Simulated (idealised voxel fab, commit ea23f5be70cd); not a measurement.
Process module under the name voxel gate over fins
The width of the displayed cross-section, cut, is 280 nm; its cells are square, with a size of 5 nm.
Heads up, the way a cross-section reads in here is a grid of square cells, handed over as bands from the top down, with every band being one or more rows of cells. Basically the band line says how high the top is and how high the bottom is, in nm, and then what's in it from left to right, every material with its width in nm. Empty space shows up as "blank", and if a single material carries "full width" it runs the full band edge to edge. Measure heights from 0. That's the level where, below it, the as-received wafer is all one material. The lowest band is bottomless and extends downward; write it as in "0 down". So if you see something like "30->40" for the width, read it as the top row of the band sitting at the first number and the bottom row at the second, with every row in between moving by the same amount as the last. Take "stayed the same" at face value: in the step it is given for, the cross-section changed in none of its cells. Entry "Sealed void inventory". Content: empty spaces with no open connection to the top, size 8 cells or greater. Each: width x height at distance. Distance: from left edge. Unit: nm. Where a step's line continues beyond its settings, the continuation is a remark by the simulator itself on that step. When a step includes a mask, the "overlay nm" setting on its line states how far to the right of its planned place that mask lay, and negative values state how far to the left.
Below is the list of planned process steps:
1,RECEIVE, material Si
2,CONFORMAL_DEP, material SiN, thk nm 10
3,MASKED_ETCH, tone cover, mask id FINS, width nm 15, pitch nm 45, etch materials SiN, depth nm 10, overlay nm 0
4,MASKED_ETCH, tone cover, mask id FINS, width nm 15, pitch nm 45, etch materials Si, depth nm 30, overlay nm 0
5,OXIDIZE, depth nm 5
6,FILL_DEP, material SiO2, thk nm 5
7,CMP, height nm 10
8,SELECTIVE_ETCH, etch materials SiO2, depth nm 20
9,STRIP, etch materials SiN
10,CONFORMAL_DEP, material HfO2, thk nm 5
11,CONFORMAL_DEP, material TiN, thk nm 5
12,CONFORMAL_DEP, material TiAl, thk nm 5
13,CONFORMAL_DEP, material TiN, thk nm 5
14,FILL_DEP, material W, thk nm 15
15,CMP, height nm 30
16,CONFORMAL_DEP, material SiN, thk nm 10
Of two wafers, the first: run according to plan:
Cross-sectional view of the wafer in its as-received condition, corresponding to the state after step 1:
- 0 down | Si full width
- Sealed void inventory: none
After step 2: wafer cross-section:
- 10 to 0 | SiN full width
- Everything under 0 stays put, no change at all.
After step 3: wafer cross-section:
- 10 to 0 | blank: 110  SiN: 15  blank: 30  SiN: 15  blank: 110
- Everything under 0 stays put, no change at all.
After step 4: wafer cross-section:
- 10 to 0 | blank: 110  SiN: 15  blank: 30  SiN: 15  blank: 110
- 0 to -30 | blank: 110  Si: 15  blank: 30  Si: 15  blank: 110
- Everything under -30 stays put, no change at all.
After step 5: wafer cross-section:
- 10 to 0 | blank: 110  SiN: 15  blank: 30  SiN: 15  blank: 110
- 0 to -30 | blank: 110  SiO2: 5  Si: 5  SiO2: 5  blank: 30  SiO2: 5  Si: 5  SiO2: 5  blank: 110
- -30 to -35 | SiO2: 115  Si: 5  SiO2: 40  Si: 5  SiO2: 115
- Everything under -35 stays put, no change at all.
After step 6: wafer cross-section:
- 15 to 10 | SiO2 full width
- 10 to 0 | SiO2: 110  SiN: 15  SiO2: 30  SiN: 15  SiO2: 110
- 0 to -35 | SiO2: 115  Si: 5  SiO2: 40  Si: 5  SiO2: 115
- Everything under -35 stays put, no change at all.
After step 7: wafer cross-section:
- 10 to 0 | SiO2: 110  SiN: 15  SiO2: 30  SiN: 15  SiO2: 110
- Everything under 0 stays put, no change at all.
After step 8: wafer cross-section:
- 10 to 0 | blank: 110  SiN: 15  blank: 30  SiN: 15  blank: 110
- 0 to -10 | blank: 115  Si: 5  blank: 40  Si: 5  blank: 115
- Everything under -10 stays put, no change at all.
After step 9: wafer cross-section:
- 0 to -10 | blank: 115  Si: 5  blank: 40  Si: 5  blank: 115
- Everything under -10 stays put, no change at all.
After step 10: wafer cross-section:
- 5 to 0 | blank: 110  HfO2: 15  blank: 30  HfO2: 15  blank: 110
- 0 to -5 | blank: 110  HfO2: 5  Si: 5  HfO2: 5  blank: 30  HfO2: 5  Si: 5  HfO2: 5  blank: 110
- -5 to -10 | HfO2: 115  Si: 5  HfO2: 40  Si: 5  HfO2: 115
- Everything under -10 stays put, no change at all.
After step 11: wafer cross-section:
- 10 to 5 | blank: 105  TiN: 25  blank: 20  TiN: 25  blank: 105
- 5 to 0 | blank: 105  TiN: 5  HfO2: 15  TiN: 5  blank: 20  TiN: 5  HfO2: 15  TiN: 5  blank: 105
- 0 to -5 | TiN: 110  HfO2: 5  Si: 5  HfO2: 5  TiN: 30  HfO2: 5  Si: 5  HfO2: 5  TiN: 110
- Everything under -5 stays put, no change at all.
After step 12: wafer cross-section:
- 15 to 10 | blank: 100  TiAl: 35  blank: 10  TiAl: 35  blank: 100
- 10 to 5 | blank: 100  TiAl: 5  TiN: 25  TiAl: 5  blank: 10  TiAl: 5  TiN: 25  TiAl: 5  blank: 100
- 5 to 0 | TiAl: 105  TiN: 5  HfO2: 15  TiN: 5  TiAl: 20  TiN: 5  HfO2: 15  TiN: 5  TiAl: 105
- Everything under 0 stays put, no change at all.
After step 13: wafer cross-section:
- 20 to 15 | blank: 95  TiN: 90  blank: 95
- 15 to 10 | blank: 95  TiN: 5  TiAl: 35  TiN: 10  TiAl: 35  TiN: 5  blank: 95
- 10 to 5 | TiN: 100  TiAl: 5  TiN: 25  TiAl: 5  TiN: 10  TiAl: 5  TiN: 25  TiAl: 5  TiN: 100
- Everything under 5 stays put, no change at all.
After step 14: wafer cross-section:
- 35 to 20 | W full width
- 20 to 15 | W: 95  TiN: 90  W: 95
- 15 to 10 | W: 95  TiN: 5  TiAl: 35  TiN: 10  TiAl: 35  TiN: 5  W: 95
- Everything under 10 stays put, no change at all.
After step 15: wafer cross-section:
- 30 to 20 | W full width
- Everything under 20 stays put, no change at all.
After step 16: wafer cross-section:
- 40 to 30 | SiN full width
- Everything under 30 stays put, no change at all.
Regarding the second of the two wafers: it shared the first wafer's starting condition and process plan, yet one error occurred during its execution. Its history coincides with that of the first wafer up to and including step 7:
Second wafer, cross-section, planned end of step 8:
- 10 to 0 | blank: 110  SiN: 15  blank: 30  SiN: 15  blank: 110
- 0 to -30 | blank: 115  Si: 5  blank: 40  Si: 5  blank: 115
- Everything under -30 stays put, no change at all.
Second wafer, cross-section, planned end of step 9:
- 0 to -30 | blank: 115  Si: 5  blank: 40  Si: 5  blank: 115
- Everything under -30 stays put, no change at all.
Second wafer, cross-section, planned end of step 10:
- 5 to 0 | blank: 110  HfO2: 15  blank: 30  HfO2: 15  blank: 110
- 0 to -25 | blank: 110  HfO2: 5  Si: 5  HfO2: 5  blank: 30  HfO2: 5  Si: 5  HfO2: 5  blank: 110
- -25 to -30 | HfO2: 115  Si: 5  HfO2: 40  Si: 5  HfO2: 115
- Everything under -30 stays put, no change at all.
Second wafer, cross-section, planned end of step 11:
- 10 to 5 | blank: 105  TiN: 25  blank: 20  TiN: 25  blank: 105
- 5 to 0 | blank: 105  TiN: 5  HfO2: 15  TiN: 5  blank: 20  TiN: 5  HfO2: 15  TiN: 5  blank: 105
- 0 to -20 | blank: 105  TiN: 5  HfO2: 5  Si: 5  HfO2: 5  TiN: 5  blank: 20  TiN: 5  HfO2: 5  Si: 5  HfO2: 5  TiN: 5  blank: 105
- -20 to -25 | TiN: 110  HfO2: 5  Si: 5  HfO2: 5  TiN: 30  HfO2: 5  Si: 5  HfO2: 5  TiN: 110
- Everything under -25 stays put, no change at all.
Second wafer, cross-section, planned end of step 12:
- 15 to 10 | blank: 100  TiAl: 35  blank: 10  TiAl: 35  blank: 100
- 10 to 5 | blank: 100  TiAl: 5  TiN: 25  TiAl: 5  blank: 10  TiAl: 5  TiN: 25  TiAl: 5  blank: 100
- 5 to 0 | blank: 100  TiAl: 5  TiN: 5  HfO2: 15  TiN: 5  TiAl: 5  blank: 10  TiAl: 5  TiN: 5  HfO2: 15  TiN: 5  TiAl: 5  blank: 100
- 0 to -15 | blank: 100  TiAl: 5  TiN: 5  HfO2: 5  Si: 5  HfO2: 5  TiN: 5  TiAl: 5  blank: 10  TiAl: 5  TiN: 5  HfO2: 5  Si: 5  HfO2: 5  TiN: 5  TiAl: 5  blank: 100
- -15 to -20 | TiAl: 105  TiN: 5  HfO2: 5  Si: 5  HfO2: 5  TiN: 5  TiAl: 20  TiN: 5  HfO2: 5  Si: 5  HfO2: 5  TiN: 5  TiAl: 105
- Everything under -20 stays put, no change at all.
Second wafer, cross-section, planned end of step 13:
- 20 to 15 | blank: 95  TiN: 90  blank: 95
- 15 to 10 | blank: 95  TiN: 5  TiAl: 35  TiN: 10  TiAl: 35  TiN: 5  blank: 95
- 10 to 5 | blank: 95  TiN: 5  TiAl: 5  TiN: 25  TiAl: 5  TiN: 10  TiAl: 5  TiN: 25  TiAl: 5  TiN: 5  blank: 95
- 5 to 0 | blank: 95  TiN: 5  TiAl: 5  TiN: 5  HfO2: 15  TiN: 5  TiAl: 5  TiN: 10  TiAl: 5  TiN: 5  HfO2: 15  TiN: 5  TiAl: 5  TiN: 5  blank: 95
- 0 to -10 | blank: 95  TiN: 5  TiAl: 5  TiN: 5  HfO2: 5  Si: 5  HfO2: 5  TiN: 5  TiAl: 5  TiN: 10  TiAl: 5  TiN: 5  HfO2: 5  Si: 5  HfO2: 5  TiN: 5  TiAl: 5  TiN: 5  blank: 95
- -10 to -15 | TiN: 100  TiAl: 5  TiN: 5  HfO2: 5  Si: 5  HfO2: 5  TiN: 5  TiAl: 5  TiN: 10  TiAl: 5  TiN: 5  HfO2: 5  Si: 5  HfO2: 5  TiN: 5  TiAl: 5  TiN: 100
- Everything under -15 stays put, no change at all.
Second wafer, cross-section, planned end of step 14:
- 35 to 20 | W full width
- 20 to 15 | W: 95  TiN: 90  W: 95
- 15 to 10 | W: 95  TiN: 5  TiAl: 35  TiN: 10  TiAl: 35  TiN: 5  W: 95
- 10 to 5 | W: 95  TiN: 5  TiAl: 5  TiN: 25  TiAl: 5  TiN: 10  TiAl: 5  TiN: 25  TiAl: 5  TiN: 5  W: 95
- 5 to 0 | W: 95  TiN: 5  TiAl: 5  TiN: 5  HfO2: 15  TiN: 5  TiAl: 5  TiN: 10  TiAl: 5  TiN: 5  HfO2: 15  TiN: 5  TiAl: 5  TiN: 5  W: 95
- 0 to -10 | W: 95  TiN: 5  TiAl: 5  TiN: 5  HfO2: 5  Si: 5  HfO2: 5  TiN: 5  TiAl: 5  TiN: 10  TiAl: 5  TiN: 5  HfO2: 5  Si: 5  HfO2: 5  TiN: 5  TiAl: 5  TiN: 5  W: 95
- Everything under -10 stays put, no change at all.
Second wafer, cross-section, planned end of step 15:
- 30 to 20 | W full width
- Everything under 20 stays put, no change at all.
Second wafer, cross-section, planned end of step 16:
- 40 to 30 | SiN full width
- Everything under 30 stays put, no change at all.
Want to know what went wrong? in the plan, step 8 was performed twice
at the end the second wafer has, in cells: HfO2: 16 more; SiO2: 216 fewer; TiAl: 16 more; TiN: 32 more; W: 152 more
